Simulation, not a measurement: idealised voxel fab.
process module | voxel gate over fins
cross-section cut | 245 nm wide | cells 5 nm
A cross-section is a grid of square cells, given in bands from the top down. A band is one or more rows of cells.
Each band's line starts with the height of the band's top and of its bottom, in nm. Then come its materials from left to right, each with its width in nm. One material with "throughout" fills the band from edge to edge. "air" is empty space.
Height 0 is the level under which the wafer as received is all one material. The lowest band goes on downwards, as in "0 down".
A width such as "30 to 40" changes by the same amount from each row of cells to the next, from the band's top row to its bottom row.
"no change" after a step means that no cell of the cross-section changed.
closed voids: empty space of 8 cells or more with no open way to the top, each as width x height at its distance from the left edge, in nm
after a step's settings: what the simulator itself notes on the step
overlay nm, on a step with a mask: how far to the right of its planned place the mask lay; to the left if negative
Each pair below shows a cross-section before one step and the cross-section after it, down to the lowest band that changed. The line under each pair gives the step between them, with its settings. The pairs can come from different runs of this module on the same starting wafer, so a pair continues from the pair above only where its "before" says so.
before
  0 down: Si throughout
  closed voids: none
after
  5 to 0: SiN throughout
  below 0: unchanged
  closed voids: none
the step between: op CONFORMAL_DEP | material SiN | thk nm 5
before: the cross-section after the pair above
after
  25 to 5: air 45 | resist 15 | air 30 | resist 15 | air 30 | resist 15 | air 30 | resist 15 | air 50
  below 5: unchanged
  closed voids: none
the step between: op PATTERN | tone cover | mask id FINS | material resist | width nm 15 | pitch nm 45 | thk nm 20 | overlay nm 0
before: the cross-section after the pair above
after
  25 to 5: air 45 | resist 15 | air 30 | resist 15 | air 30 | resist 15 | air 30 | resist 15 | air 50
  5 to 0: air 45 | SiN 15 | air 30 | SiN 15 | air 30 | SiN 15 | air 30 | SiN 15 | air 50
  below 0: unchanged
  closed voids: none
the step between: op DIRECTIONAL_ETCH | etch materials SiN | depth nm 5
before: the cross-section after the pair above
after
  25 to 5: air 45 | resist 15 | air 30 | resist 15 | air 30 | resist 15 | air 30 | resist 15 | air 50
  5 to 0: air 45 | SiN 15 | air 30 | SiN 15 | air 30 | SiN 15 | air 30 | SiN 15 | air 50
  0 to -40: air 45 | Si 15 | air 30 | Si 15 | air 30 | Si 15 | air 30 | Si 15 | air 50
  below -40: unchanged
  closed voids: none
the step between: op DIRECTIONAL_ETCH | etch materials Si | depth nm 40
before: the cross-section after the pair above
after
  5 to 0: air 45 | SiN 15 | air 30 | SiN 15 | air 30 | SiN 15 | air 30 | SiN 15 | air 50
  below 0: unchanged
  closed voids: none
the step between: op STRIP | etch materials resist
before: the cross-section after the pair above
after
  15 to 5: SiO2 throughout
  5 to 0: SiO2 45 | SiN 15 | SiO2 30 | SiN 15 | SiO2 30 | SiN 15 | SiO2 30 | SiN 15 | SiO2 50
  0 to -40: SiO2 45 | Si 15 | SiO2 30 | Si 15 | SiO2 30 | Si 15 | SiO2 30 | Si 15 | SiO2 50
  below -40: unchanged
  closed voids: none
the step between: op FILL_DEP | material SiO2 | thk nm 10
before: the cross-section after the pair above
after
  5 to 0: SiO2 45 | SiN 15 | SiO2 30 | SiN 15 | SiO2 30 | SiN 15 | SiO2 30 | SiN 15 | SiO2 50
  below 0: unchanged
  closed voids: none
the step between: op CMP | height nm 5
before: the cross-section after the pair above
after
  5 to 0: air 45 | SiN 15 | air 30 | SiN 15 | air 30 | SiN 15 | air 30 | SiN 15 | air 50
  0 to -15: air 45 | Si 15 | air 30 | Si 15 | air 30 | Si 15 | air 30 | Si 15 | air 50
  below -15: unchanged
  closed voids: none
the step between: op SELECTIVE_ETCH | etch materials SiO2 | depth nm 20
before: the cross-section after the pair above
after
  0 to -15: air 45 | Si 15 | air 30 | Si 15 | air 30 | Si 15 | air 30 | Si 15 | air 50
  below -15: unchanged
  closed voids: none
the step between: op STRIP | etch materials SiN
before: the cross-section after the pair above
after
  5 to 0: air 40 | HfO2 25 | air 20 | HfO2 25 | air 20 | HfO2 25 | air 20 | HfO2 25 | air 45
  0 to -10: air 40 | HfO2 5 | Si 15 | HfO2 5 | air 20 | HfO2 5 | Si 15 | HfO2 5 | air 20 | HfO2 5 | Si 15 | HfO2 5 | air 20 | HfO2 5 | Si 15 | HfO2 5 | air 45
  -10 to -15: HfO2 45 | Si 15 | HfO2 30 | Si 15 | HfO2 30 | Si 15 | HfO2 30 | Si 15 | HfO2 50
  below -15: unchanged
  closed voids: none
the step between: op CONFORMAL_DEP | material HfO2 | thk nm 5
before: the cross-section after the pair above
after
  10 to 5: air 35 | TiN 35 | air 10 | TiN 35 | air 10 | TiN 35 | air 10 | TiN 35 | air 40
  5 to 0: air 35 | TiN 5 | HfO2 25 | TiN 5 | air 10 | TiN 5 | HfO2 25 | TiN 5 | air 10 | TiN 5 | HfO2 25 | TiN 5 | air 10 | TiN 5 | HfO2 25 | TiN 5 | air 40
  0 to -5: air 35 | TiN 5 | HfO2 5 | Si 15 | HfO2 5 | TiN 5 | air 10 | TiN 5 | HfO2 5 | Si 15 | HfO2 5 | TiN 5 | air 10 | TiN 5 | HfO2 5 | Si 15 | HfO2 5 | TiN 5 | air 10 | TiN 5 | HfO2 5 | Si 15 | HfO2 5 | TiN 5 | air 40
  -5 to -10: TiN 40 | HfO2 5 | Si 15 | HfO2 5 | TiN 20 | HfO2 5 | Si 15 | HfO2 5 | TiN 20 | HfO2 5 | Si 15 | HfO2 5 | TiN 20 | HfO2 5 | Si 15 | HfO2 5 | TiN 45
  below -10: unchanged
  closed voids: none
the step between: op CONFORMAL_DEP | material TiN | thk nm 5
before: the cross-section after the pair above
after
  15 to 10: air 30 | TiAl 180 | air 35
  10 to 5: air 30 | TiAl 5 | TiN 35 | TiAl 10 | TiN 35 | TiAl 10 | TiN 35 | TiAl 10 | TiN 35 | TiAl 5 | air 35
  5 to 0: air 30 | TiAl 5 | TiN 5 | HfO2 25 | TiN 5 | TiAl 10 | TiN 5 | HfO2 25 | TiN 5 | TiAl 10 | TiN 5 | HfO2 25 | TiN 5 | TiAl 10 | TiN 5 | HfO2 25 | TiN 5 | TiAl 5 | air 35
  0 to -5: TiAl 35 | TiN 5 | HfO2 5 | Si 15 | HfO2 5 | TiN 5 | TiAl 10 | TiN 5 | HfO2 5 | Si 15 | HfO2 5 | TiN 5 | TiAl 10 | TiN 5 | HfO2 5 | Si 15 | HfO2 5 | TiN 5 | TiAl 10 | TiN 5 | HfO2 5 | Si 15 | HfO2 5 | TiN 5 | TiAl 40
  below -5: unchanged
  closed voids: none
the step between: op CONFORMAL_DEP | material TiAl | thk nm 5
before: the cross-section after the pair above
after
  20 to 15: air 25 | TiN 190 | air 30
  15 to 10: air 25 | TiN 5 | TiAl 180 | TiN 5 | air 30
  10 to 5: air 25 | TiN 5 | TiAl 5 | TiN 35 | TiAl 10 | TiN 35 | TiAl 10 | TiN 35 | TiAl 10 | TiN 35 | TiAl 5 | TiN 5 | air 30
  5 to 0: TiN 30 | TiAl 5 | TiN 5 | HfO2 25 | TiN 5 | TiAl 10 | TiN 5 | HfO2 25 | TiN 5 | TiAl 10 | TiN 5 | HfO2 25 | TiN 5 | TiAl 10 | TiN 5 | HfO2 25 | TiN 5 | TiAl 5 | TiN 35
  below 0: unchanged
  closed voids: none
the step between: op CONFORMAL_DEP | material TiN | thk nm 5
before: the cross-section after the pair above
after
  30 to 20: W throughout
  20 to 15: W 25 | TiN 190 | W 30
  15 to 10: W 25 | TiN 5 | TiAl 180 | TiN 5 | W 30
  10 to 5: W 25 | TiN 5 | TiAl 5 | TiN 35 | TiAl 10 | TiN 35 | TiAl 10 | TiN 35 | TiAl 10 | TiN 35 | TiAl 5 | TiN 5 | W 30
  below 5: unchanged
  closed voids: none
the step between: op FILL_DEP | material W | thk nm 10
before: the cross-section after the pair above
after
  25 to 20: W throughout
  below 20: unchanged
  closed voids: none
the step between: op CMP | height nm 25
before: the cross-section after the pair above
after
  35 to 25: SiN throughout
  below 25: unchanged
  closed voids: none
the step between: op CONFORMAL_DEP | material SiN | thk nm 10
before
  10 to 5: air 35 | TiN 35 | air 10 | TiN 35 | air 10 | TiN 35 | air 10 | TiN 35 | air 40
  5 to 0: air 35 | TiN 5 | HfO2 25 | TiN 5 | air 10 | TiN 5 | HfO2 25 | TiN 5 | air 10 | TiN 5 | HfO2 25 | TiN 5 | air 10 | TiN 5 | HfO2 25 | TiN 5 | air 40
  0 to -5: air 35 | TiN 5 | HfO2 5 | Si 15 | HfO2 5 | TiN 5 | air 10 | TiN 5 | HfO2 5 | Si 15 | HfO2 5 | TiN 5 | air 10 | TiN 5 | HfO2 5 | Si 15 | HfO2 5 | TiN 5 | air 10 | TiN 5 | HfO2 5 | Si 15 | HfO2 5 | TiN 5 | air 40
  -5 to -10: TiN 40 | HfO2 5 | Si 15 | HfO2 5 | TiN 20 | HfO2 5 | Si 15 | HfO2 5 | TiN 20 | HfO2 5 | Si 15 | HfO2 5 | TiN 20 | HfO2 5 | Si 15 | HfO2 5 | TiN 45
  -10 to -15: HfO2 45 | Si 15 | HfO2 30 | Si 15 | HfO2 30 | Si 15 | HfO2 30 | Si 15 | HfO2 50
  -15 to -40: SiO2 45 | Si 15 | SiO2 30 | Si 15 | SiO2 30 | Si 15 | SiO2 30 | Si 15 | SiO2 50
  -40 down: Si throughout
  closed voids: none
after
  15 to 5: air 30 | TiN 180 | air 35
  5 to 0: air 30 | TiN 10 | HfO2 25 | TiN 20 | HfO2 25 | TiN 20 | HfO2 25 | TiN 20 | HfO2 25 | TiN 10 | air 35
  0 to -10: TiN 40 | HfO2 5 | Si 15 | HfO2 5 | TiN 20 | HfO2 5 | Si 15 | HfO2 5 | TiN 20 | HfO2 5 | Si 15 | HfO2 5 | TiN 20 | HfO2 5 | Si 15 | HfO2 5 | TiN 45
  below -10: unchanged
  closed voids: none
the step between: op CONFORMAL_DEP | material TiN | thk nm 5
before: the cross-section after the pair above
after
  25 to 15: W throughout
  15 to 5: W 30 | TiN 180 | W 35
  5 to 0: W 30 | TiN 10 | HfO2 25 | TiN 20 | HfO2 25 | TiN 20 | HfO2 25 | TiN 20 | HfO2 25 | TiN 10 | W 35
  below 0: unchanged
  closed voids: none
the step between: op FILL_DEP | material W | thk nm 10
before: the cross-section after the pair above
after
  35 to 25: SiN throughout
  below 25: unchanged
  closed voids: none
the step between: op CONFORMAL_DEP | material SiN | thk nm 10
before
  5 to 0: air 45 | SiN 15 | air 30 | SiN 15 | air 30 | SiN 15 | air 30 | SiN 15 | air 50
  0 to -15: air 45 | Si 15 | air 30 | Si 15 | air 30 | Si 15 | air 30 | Si 15 | air 50
  -15 to -40: SiO2 45 | Si 15 | SiO2 30 | Si 15 | SiO2 30 | Si 15 | SiO2 30 | Si 15 | SiO2 50
  -40 down: Si throughout
  closed voids: none
after
  5 to 0: air 45 | SiN 15 | air 30 | SiN 15 | air 30 | SiN 15 | air 30 | SiN 15 | air 50
  0 to -35: air 45 | Si 15 | air 30 | Si 15 | air 30 | Si 15 | air 30 | Si 15 | air 50
  below -35: unchanged
  closed voids: none
the step between: op SELECTIVE_ETCH | etch materials SiO2 | depth nm 20
before: the cross-section after the pair above
after
  0 to -35: air 45 | Si 15 | air 30 | Si 15 | air 30 | Si 15 | air 30 | Si 15 | air 50
  below -35: unchanged
  closed voids: none
the step between: op STRIP | etch materials SiN
before: the cross-section after the pair above
after
  5 to 0: air 40 | HfO2 25 | air 20 | HfO2 25 | air 20 | HfO2 25 | air 20 | HfO2 25 | air 45
  0 to -30: air 40 | HfO2 5 | Si 15 | HfO2 5 | air 20 | HfO2 5 | Si 15 | HfO2 5 | air 20 | HfO2 5 | Si 15 | HfO2 5 | air 20 | HfO2 5 | Si 15 | HfO2 5 | air 45
  -30 to -35: HfO2 45 | Si 15 | HfO2 30 | Si 15 | HfO2 30 | Si 15 | HfO2 30 | Si 15 | HfO2 50
  below -35: unchanged
  closed voids: none
the step between: op CONFORMAL_DEP | material HfO2 | thk nm 5
before: the cross-section after the pair above
after
  10 to 5: air 35 | TiN 35 | air 10 | TiN 35 | air 10 | TiN 35 | air 10 | TiN 35 | air 40
  5 to 0: air 35 | TiN 5 | HfO2 25 | TiN 5 | air 10 | TiN 5 | HfO2 25 | TiN 5 | air 10 | TiN 5 | HfO2 25 | TiN 5 | air 10 | TiN 5 | HfO2 25 | TiN 5 | air 40
  0 to -25: air 35 | TiN 5 | HfO2 5 | Si 15 | HfO2 5 | TiN 5 | air 10 | TiN 5 | HfO2 5 | Si 15 | HfO2 5 | TiN 5 | air 10 | TiN 5 | HfO2 5 | Si 15 | HfO2 5 | TiN 5 | air 10 | TiN 5 | HfO2 5 | Si 15 | HfO2 5 | TiN 5 | air 40
  -25 to -30: TiN 40 | HfO2 5 | Si 15 | HfO2 5 | TiN 20 | HfO2 5 | Si 15 | HfO2 5 | TiN 20 | HfO2 5 | Si 15 | HfO2 5 | TiN 20 | HfO2 5 | Si 15 | HfO2 5 | TiN 45
  below -30: unchanged
  closed voids: none
the step between: op CONFORMAL_DEP | material TiN | thk nm 5
before: the cross-section after the pair above
after
  15 to 10: air 30 | TiAl 180 | air 35
  10 to 5: air 30 | TiAl 5 | TiN 35 | TiAl 10 | TiN 35 | TiAl 10 | TiN 35 | TiAl 10 | TiN 35 | TiAl 5 | air 35
  5 to 0: air 30 | TiAl 5 | TiN 5 | HfO2 25 | TiN 5 | TiAl 10 | TiN 5 | HfO2 25 | TiN 5 | TiAl 10 | TiN 5 | HfO2 25 | TiN 5 | TiAl 10 | TiN 5 | HfO2 25 | TiN 5 | TiAl 5 | air 35
  0 to -20: air 30 | TiAl 5 | TiN 5 | HfO2 5 | Si 15 | HfO2 5 | TiN 5 | TiAl 10 | TiN 5 | HfO2 5 | Si 15 | HfO2 5 | TiN 5 | TiAl 10 | TiN 5 | HfO2 5 | Si 15 | HfO2 5 | TiN 5 | TiAl 10 | TiN 5 | HfO2 5 | Si 15 | HfO2 5 | TiN 5 | TiAl 5 | air 35
  -20 to -25: TiAl 35 | TiN 5 | HfO2 5 | Si 15 | HfO2 5 | TiN 5 | TiAl 10 | TiN 5 | HfO2 5 | Si 15 | HfO2 5 | TiN 5 | TiAl 10 | TiN 5 | HfO2 5 | Si 15 | HfO2 5 | TiN 5 | TiAl 10 | TiN 5 | HfO2 5 | Si 15 | HfO2 5 | TiN 5 | TiAl 40
  below -25: unchanged
  closed voids: none
the step between: op CONFORMAL_DEP | material TiAl | thk nm 5
before: the cross-section after the pair above
after
  20 to 15: air 25 | TiN 190 | air 30
  15 to 10: air 25 | TiN 5 | TiAl 180 | TiN 5 | air 30
  10 to 5: air 25 | TiN 5 | TiAl 5 | TiN 35 | TiAl 10 | TiN 35 | TiAl 10 | TiN 35 | TiAl 10 | TiN 35 | TiAl 5 | TiN 5 | air 30
  5 to 0: air 25 | TiN 5 | TiAl 5 | TiN 5 | HfO2 25 | TiN 5 | TiAl 10 | TiN 5 | HfO2 25 | TiN 5 | TiAl 10 | TiN 5 | HfO2 25 | TiN 5 | TiAl 10 | TiN 5 | HfO2 25 | TiN 5 | TiAl 5 | TiN 5 | air 30
  0 to -15: air 25 | TiN 5 | TiAl 5 | TiN 5 | HfO2 5 | Si 15 | HfO2 5 | TiN 5 | TiAl 10 | TiN 5 | HfO2 5 | Si 15 | HfO2 5 | TiN 5 | TiAl 10 | TiN 5 | HfO2 5 | Si 15 | HfO2 5 | TiN 5 | TiAl 10 | TiN 5 | HfO2 5 | Si 15 | HfO2 5 | TiN 5 | TiAl 5 | TiN 5 | air 30
  -15 to -20: TiN 30 | TiAl 5 | TiN 5 | HfO2 5 | Si 15 | HfO2 5 | TiN 5 | TiAl 10 | TiN 5 | HfO2 5 | Si 15 | HfO2 5 | TiN 5 | TiAl 10 | TiN 5 | HfO2 5 | Si 15 | HfO2 5 | TiN 5 | TiAl 10 | TiN 5 | HfO2 5 | Si 15 | HfO2 5 | TiN 5 | TiAl 5 | TiN 35
  below -20: unchanged
  closed voids: none
the step between: op CONFORMAL_DEP | material TiN | thk nm 5
before: the cross-section after the pair above
after
  30 to 20: W throughout
  20 to 15: W 25 | TiN 190 | W 30
  15 to 10: W 25 | TiN 5 | TiAl 180 | TiN 5 | W 30
  10 to 5: W 25 | TiN 5 | TiAl 5 | TiN 35 | TiAl 10 | TiN 35 | TiAl 10 | TiN 35 | TiAl 10 | TiN 35 | TiAl 5 | TiN 5 | W 30
  5 to 0: W 25 | TiN 5 | TiAl 5 | TiN 5 | HfO2 25 | TiN 5 | TiAl 10 | TiN 5 | HfO2 25 | TiN 5 | TiAl 10 | TiN 5 | HfO2 25 | TiN 5 | TiAl 10 | TiN 5 | HfO2 25 | TiN 5 | TiAl 5 | TiN 5 | W 30
  0 to -15: W 25 | TiN 5 | TiAl 5 | TiN 5 | HfO2 5 | Si 15 | HfO2 5 | TiN 5 | TiAl 10 | TiN 5 | HfO2 5 | Si 15 | HfO2 5 | TiN 5 | TiAl 10 | TiN 5 | HfO2 5 | Si 15 | HfO2 5 | TiN 5 | TiAl 10 | TiN 5 | HfO2 5 | Si 15 | HfO2 5 | TiN 5 | TiAl 5 | TiN 5 | W 30
  below -15: unchanged
  closed voids: none
the step between: op FILL_DEP | material W | thk nm 10
before: the cross-section after the pair above
after
  25 to 20: W throughout
  below 20: unchanged
  closed voids: none
the step between: op CMP | height nm 25
before: the cross-section after the pair above
after
  35 to 25: SiN throughout
  below 25: unchanged
  closed voids: none
the step between: op CONFORMAL_DEP | material SiN | thk nm 10
before
  5 to 0: SiO2 45 | SiN 15 | SiO2 30 | SiN 15 | SiO2 30 | SiN 15 | SiO2 30 | SiN 15 | SiO2 50
  0 to -40: SiO2 45 | Si 15 | SiO2 30 | Si 15 | SiO2 30 | Si 15 | SiO2 30 | Si 15 | SiO2 50
  -40 down: Si throughout
  closed voids: none
after
  5 to 0: SiO2 45 | air 15 | SiO2 30 | air 15 | SiO2 30 | air 15 | SiO2 30 | air 15 | SiO2 50
  below 0: unchanged
  closed voids: none
the step between: op STRIP | etch materials SiN
before: the cross-section after the pair above
after
  0 to -15: air 45 | Si 15 | air 30 | Si 15 | air 30 | Si 15 | air 30 | Si 15 | air 50
  -15 to -20: SiO2 25 | air 20 | Si 15 | air 30 | Si 15 | air 30 | Si 15 | air 30 | Si 15 | air 20 | SiO2 30
  below -20: unchanged
  closed voids: none
the step between: op SELECTIVE_ETCH | etch materials SiO2 | depth nm 20
before: the cross-section after the pair above
after
  5 to 0: air 40 | HfO2 25 | air 20 | HfO2 25 | air 20 | HfO2 25 | air 20 | HfO2 25 | air 45
  0 to -10: air 40 | HfO2 5 | Si 15 | HfO2 5 | air 20 | HfO2 5 | Si 15 | HfO2 5 | air 20 | HfO2 5 | Si 15 | HfO2 5 | air 20 | HfO2 5 | Si 15 | HfO2 5 | air 45
  -10 to -15: HfO2 30 | air 10 | HfO2 5 | Si 15 | HfO2 5 | air 20 | HfO2 5 | Si 15 | HfO2 5 | air 20 | HfO2 5 | Si 15 | HfO2 5 | air 20 | HfO2 5 | Si 15 | HfO2 5 | air 10 | HfO2 35
  -15 to -20: SiO2 25 | HfO2 20 | Si 15 | HfO2 30 | Si 15 | HfO2 30 | Si 15 | HfO2 30 | Si 15 | HfO2 20 | SiO2 30
  below -20: unchanged
  closed voids: none
the step between: op CONFORMAL_DEP | material HfO2 | thk nm 5
before: the cross-section after the pair above
after
  10 to 5: air 35 | TiN 35 | air 10 | TiN 35 | air 10 | TiN 35 | air 10 | TiN 35 | air 40
  5 to 0: air 35 | TiN 5 | HfO2 25 | TiN 5 | air 10 | TiN 5 | HfO2 25 | TiN 5 | air 10 | TiN 5 | HfO2 25 | TiN 5 | air 10 | TiN 5 | HfO2 25 | TiN 5 | air 40
  0 to -5: air 35 | TiN 5 | HfO2 5 | Si 15 | HfO2 5 | TiN 5 | air 10 | TiN 5 | HfO2 5 | Si 15 | HfO2 5 | TiN 5 | air 10 | TiN 5 | HfO2 5 | Si 15 | HfO2 5 | TiN 5 | air 10 | TiN 5 | HfO2 5 | Si 15 | HfO2 5 | TiN 5 | air 40
  -5 to -10: TiN 40 | HfO2 5 | Si 15 | HfO2 5 | TiN 5 | air 10 | TiN 5 | HfO2 5 | Si 15 | HfO2 5 | TiN 5 | air 10 | TiN 5 | HfO2 5 | Si 15 | HfO2 5 | TiN 5 | air 10 | TiN 5 | HfO2 5 | Si 15 | HfO2 5 | TiN 45
  -10 to -15: HfO2 30 | TiN 10 | HfO2 5 | Si 15 | HfO2 5 | TiN 20 | HfO2 5 | Si 15 | HfO2 5 | TiN 20 | HfO2 5 | Si 15 | HfO2 5 | TiN 20 | HfO2 5 | Si 15 | HfO2 5 | TiN 10 | HfO2 35
  below -15: unchanged
  closed voids: none
the step between: op CONFORMAL_DEP | material TiN | thk nm 5
before: the cross-section after the pair above
after
  15 to 10: air 30 | TiAl 180 | air 35
  10 to 5: air 30 | TiAl 5 | TiN 35 | TiAl 10 | TiN 35 | TiAl 10 | TiN 35 | TiAl 10 | TiN 35 | TiAl 5 | air 35
  5 to 0: air 30 | TiAl 5 | TiN 5 | HfO2 25 | TiN 5 | TiAl 10 | TiN 5 | HfO2 25 | TiN 5 | TiAl 10 | TiN 5 | HfO2 25 | TiN 5 | TiAl 10 | TiN 5 | HfO2 25 | TiN 5 | TiAl 5 | air 35
  0 to -5: TiAl 35 | TiN 5 | HfO2 5 | Si 15 | HfO2 5 | TiN 5 | TiAl 10 | TiN 5 | HfO2 5 | Si 15 | HfO2 5 | TiN 5 | TiAl 10 | TiN 5 | HfO2 5 | Si 15 | HfO2 5 | TiN 5 | TiAl 10 | TiN 5 | HfO2 5 | Si 15 | HfO2 5 | TiN 5 | TiAl 40
  -5 to -10: TiN 40 | HfO2 5 | Si 15 | HfO2 5 | TiN 5 | TiAl 10 | TiN 5 | HfO2 5 | Si 15 | HfO2 5 | TiN 5 | TiAl 10 | TiN 5 | HfO2 5 | Si 15 | HfO2 5 | TiN 5 | TiAl 10 | TiN 5 | HfO2 5 | Si 15 | HfO2 5 | TiN 45
  below -10: unchanged
  closed voids: none
the step between: op CONFORMAL_DEP | material TiAl | thk nm 5
before: the cross-section after the pair above
after
  20 to 15: air 25 | TiN 190 | air 30
  15 to 10: air 25 | TiN 5 | TiAl 180 | TiN 5 | air 30
  10 to 5: air 25 | TiN 5 | TiAl 5 | TiN 35 | TiAl 10 | TiN 35 | TiAl 10 | TiN 35 | TiAl 10 | TiN 35 | TiAl 5 | TiN 5 | air 30
  5 to 0: TiN 30 | TiAl 5 | TiN 5 | HfO2 25 | TiN 5 | TiAl 10 | TiN 5 | HfO2 25 | TiN 5 | TiAl 10 | TiN 5 | HfO2 25 | TiN 5 | TiAl 10 | TiN 5 | HfO2 25 | TiN 5 | TiAl 5 | TiN 35
  below 0: unchanged
  closed voids: none
the step between: op CONFORMAL_DEP | material TiN | thk nm 5
before: the cross-section after the pair above
after
  30 to 20: W throughout
  20 to 15: W 25 | TiN 190 | W 30
  15 to 10: W 25 | TiN 5 | TiAl 180 | TiN 5 | W 30
  10 to 5: W 25 | TiN 5 | TiAl 5 | TiN 35 | TiAl 10 | TiN 35 | TiAl 10 | TiN 35 | TiAl 10 | TiN 35 | TiAl 5 | TiN 5 | W 30
  below 5: unchanged
  closed voids: none
the step between: op FILL_DEP | material W | thk nm 10
before: the cross-section after the pair above
after
  25 to 20: W throughout
  below 20: unchanged
  closed voids: none
the step between: op CMP | height nm 25
before: the cross-section after the pair above
after
  35 to 25: SiN throughout
  below 25: unchanged
  closed voids: none
the step between: op CONFORMAL_DEP | material SiN | thk nm 10
before
  30 to 20: W throughout
  20 to 15: W 25 | TiN 190 | W 30
  15 to 10: W 25 | TiN 5 | TiAl 180 | TiN 5 | W 30
  10 to 5: W 25 | TiN 5 | TiAl 5 | TiN 35 | TiAl 10 | TiN 35 | TiAl 10 | TiN 35 | TiAl 10 | TiN 35 | TiAl 5 | TiN 5 | W 30
  5 to 0: TiN 30 | TiAl 5 | TiN 5 | HfO2 25 | TiN 5 | TiAl 10 | TiN 5 | HfO2 25 | TiN 5 | TiAl 10 | TiN 5 | HfO2 25 | TiN 5 | TiAl 10 | TiN 5 | HfO2 25 | TiN 5 | TiAl 5 | TiN 35
  0 to -5: TiAl 35 | TiN 5 | HfO2 5 | Si 15 | HfO2 5 | TiN 5 | TiAl 10 | TiN 5 | HfO2 5 | Si 15 | HfO2 5 | TiN 5 | TiAl 10 | TiN 5 | HfO2 5 | Si 15 | HfO2 5 | TiN 5 | TiAl 10 | TiN 5 | HfO2 5 | Si 15 | HfO2 5 | TiN 5 | TiAl 40
  -5 to -10: TiN 40 | HfO2 5 | Si 15 | HfO2 5 | TiN 20 | HfO2 5 | Si 15 | HfO2 5 | TiN 20 | HfO2 5 | Si 15 | HfO2 5 | TiN 20 | HfO2 5 | Si 15 | HfO2 5 | TiN 45
  -10 to -15: HfO2 45 | Si 15 | HfO2 30 | Si 15 | HfO2 30 | Si 15 | HfO2 30 | Si 15 | HfO2 50
  -15 to -40: SiO2 45 | Si 15 | SiO2 30 | Si 15 | SiO2 30 | Si 15 | SiO2 30 | Si 15 | SiO2 50
  -40 down: Si throughout
  closed voids: none
after
  15 to 10: W 25 | TiN 5 | TiAl 180 | TiN 5 | W 30
  below 10: unchanged
  closed voids: none
the step between: op CMP | height nm 15
before: the cross-section after the pair above
after
  25 to 15: SiN throughout
  below 15: unchanged
  closed voids: none
the step between: op CONFORMAL_DEP | material SiN | thk nm 10
before
  5 to 0: SiN throughout
  0 down: Si throughout
  closed voids: none
after
  25 to 5: air 45 | resist 20 | air 25 | resist 20 | air 25 | resist 20 | air 25 | resist 20 | air 45
  below 5: unchanged
  closed voids: none
the step between: op PATTERN | tone cover | mask id FINS | material resist | width nm 20 | pitch nm 45 | thk nm 20 | overlay nm 0
before: the cross-section after the pair above
after
  25 to 5: air 45 | resist 20 | air 25 | resist 20 | air 25 | resist 20 | air 25 | resist 20 | air 45
  5 to 0: air 45 | SiN 20 | air 25 | SiN 20 | air 25 | SiN 20 | air 25 | SiN 20 | air 45
  below 0: unchanged
  closed voids: none
the step between: op DIRECTIONAL_ETCH | etch materials SiN | depth nm 5
before: the cross-section after the pair above
after
  25 to 5: air 45 | resist 20 | air 25 | resist 20 | air 25 | resist 20 | air 25 | resist 20 | air 45
  5 to 0: air 45 | SiN 20 | air 25 | SiN 20 | air 25 | SiN 20 | air 25 | SiN 20 | air 45
  0 to -40: air 45 | Si 20 | air 25 | Si 20 | air 25 | Si 20 | air 25 | Si 20 | air 45
  below -40: unchanged
  closed voids: none
the step between: op DIRECTIONAL_ETCH | etch materials Si | depth nm 40
before: the cross-section after the pair above
after
  5 to 0: air 45 | SiN 20 | air 25 | SiN 20 | air 25 | SiN 20 | air 25 | SiN 20 | air 45
  below 0: unchanged
  closed voids: none
the step between: op STRIP | etch materials resist
before: the cross-section after the pair above
after
  15 to 5: SiO2 throughout
  5 to 0: SiO2 45 | SiN 20 | SiO2 25 | SiN 20 | SiO2 25 | SiN 20 | SiO2 25 | SiN 20 | SiO2 45
  0 to -40: SiO2 45 | Si 20 | SiO2 25 | Si 20 | SiO2 25 | Si 20 | SiO2 25 | Si 20 | SiO2 45
  below -40: unchanged
  closed voids: none
the step between: op FILL_DEP | material SiO2 | thk nm 10
before: the cross-section after the pair above
after
  5 to 0: SiO2 45 | SiN 20 | SiO2 25 | SiN 20 | SiO2 25 | SiN 20 | SiO2 25 | SiN 20 | SiO2 45
  below 0: unchanged
  closed voids: none
the step between: op CMP | height nm 5
before: the cross-section after the pair above
after
  5 to 0: air 45 | SiN 20 | air 25 | SiN 20 | air 25 | SiN 20 | air 25 | SiN 20 | air 45
  0 to -15: air 45 | Si 20 | air 25 | Si 20 | air 25 | Si 20 | air 25 | Si 20 | air 45
  below -15: unchanged
  closed voids: none
the step between: op SELECTIVE_ETCH | etch materials SiO2 | depth nm 20
before: the cross-section after the pair above
after
  0 to -15: air 45 | Si 20 | air 25 | Si 20 | air 25 | Si 20 | air 25 | Si 20 | air 45
  below -15: unchanged
  closed voids: none
the step between: op STRIP | etch materials SiN
before: the cross-section after the pair above
after
  5 to 0: air 40 | HfO2 30 | air 15 | HfO2 30 | air 15 | HfO2 30 | air 15 | HfO2 30 | air 40
  0 to -10: air 40 | HfO2 5 | Si 20 | HfO2 5 | air 15 | HfO2 5 | Si 20 | HfO2 5 | air 15 | HfO2 5 | Si 20 | HfO2 5 | air 15 | HfO2 5 | Si 20 | HfO2 5 | air 40
  -10 to -15: HfO2 45 | Si 20 | HfO2 25 | Si 20 | HfO2 25 | Si 20 | HfO2 25 | Si 20 | HfO2 45
  below -15: unchanged
  closed voids: none
the step between: op CONFORMAL_DEP | material HfO2 | thk nm 5
before: the cross-section after the pair above
after
  10 to 5: air 35 | TiN 40 | air 5 | TiN 40 | air 5 | TiN 40 | air 5 | TiN 40 | air 35
  5 to 0: air 35 | TiN 5 | HfO2 30 | TiN 5 | air 5 | TiN 5 | HfO2 30 | TiN 5 | air 5 | TiN 5 | HfO2 30 | TiN 5 | air 5 | TiN 5 | HfO2 30 | TiN 5 | air 35
  0 to -5: air 35 | TiN 5 | HfO2 5 | Si 20 | HfO2 5 | TiN 5 | air 5 | TiN 5 | HfO2 5 | Si 20 | HfO2 5 | TiN 5 | air 5 | TiN 5 | HfO2 5 | Si 20 | HfO2 5 | TiN 5 | air 5 | TiN 5 | HfO2 5 | Si 20 | HfO2 5 | TiN 5 | air 35
  -5 to -10: TiN 40 | HfO2 5 | Si 20 | HfO2 5 | TiN 15 | HfO2 5 | Si 20 | HfO2 5 | TiN 15 | HfO2 5 | Si 20 | HfO2 5 | TiN 15 | HfO2 5 | Si 20 | HfO2 5 | TiN 40
  below -10: unchanged
  closed voids: none
the step between: op CONFORMAL_DEP | material TiN | thk nm 5
